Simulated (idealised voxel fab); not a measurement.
process module | voxel double patterning
cross-section cut | 185 nm wide | cells 5 nm
A cross-section is a grid of square cells, given in bands from the top down. A band is one or more rows of cells.
Each band's line starts with the height of the band's top and of its bottom, in nm. Then come its materials from left to right, each with its width in nm. One material with "throughout" fills the band from edge to edge. "air" is empty space.
Height 0 is the level under which the wafer as received is all one material. The lowest band goes on downwards, as in "0 down".
A width such as "30 to 40" changes by the same amount from each row of cells to the next, from the band's top row to its bottom row.
"no change" after a step means that no cell of the cross-section changed.
closed voids: empty space of 8 cells or more with no open way to the top, each as width x height at its distance from the left edge, in nm
after a step's settings: what the simulator itself notes on the step
overlay nm, on a step with a mask: how far to the right of its planned place the mask lay; to the left if negative
plan
1 op RECEIVE | material Si
2 op CONFORMAL_DEP | material SiO2 | thk nm 5
3 op DIRECTIONAL_DEP | material TiN | thk nm 15
4 op DIRECTIONAL_DEP | material SiN | thk nm 10
5 op DIRECTIONAL_DEP | material aC | thk nm 15
6 op PATTERN | tone open | mask id FIRST | material resist | width nm 15 | pitch nm 50 | thk nm 30 | overlay nm 0
7 op DIRECTIONAL_ETCH | etch materials aC | depth nm 15
8 op STRIP | etch materials resist
9 op DIRECTIONAL_ETCH | etch materials SiN | depth nm 10
10 op STRIP | etch materials aC
11 op PATTERN | tone open | mask id SECOND | material resist | width nm 15 | pitch nm 50 | thk nm 20 | overlay nm 0
12 op DIRECTIONAL_ETCH | etch materials SiN | depth nm 10
13 op STRIP | etch materials resist
14 op DIRECTIONAL_ETCH | etch materials TiN | depth nm 15
15 op STRIP | etch materials SiN
as received, after step 1
  0 down: Si throughout
  closed voids: none
first wafer at the end, as planned
  20 to 5: TiN 35 | air 15 | TiN 10 | air 15 | TiN 10 | air 15 | TiN 10 | air 15 | TiN 10 | air 15 | TiN 35
  5 to 0: SiO2 throughout
  0 down: Si throughout
  closed voids: none
second wafer at the end: like start, like plan, one mistake
  15 to 5: TiN throughout
  5 to 0: SiO2 throughout
  0 down: Si throughout
  closed voids: none
what went wrong: step 4 ran as: op DIRECTIONAL_DEP | material TiN | thk nm 10
at the end the second wafer has, in cells: 8 more of TiN
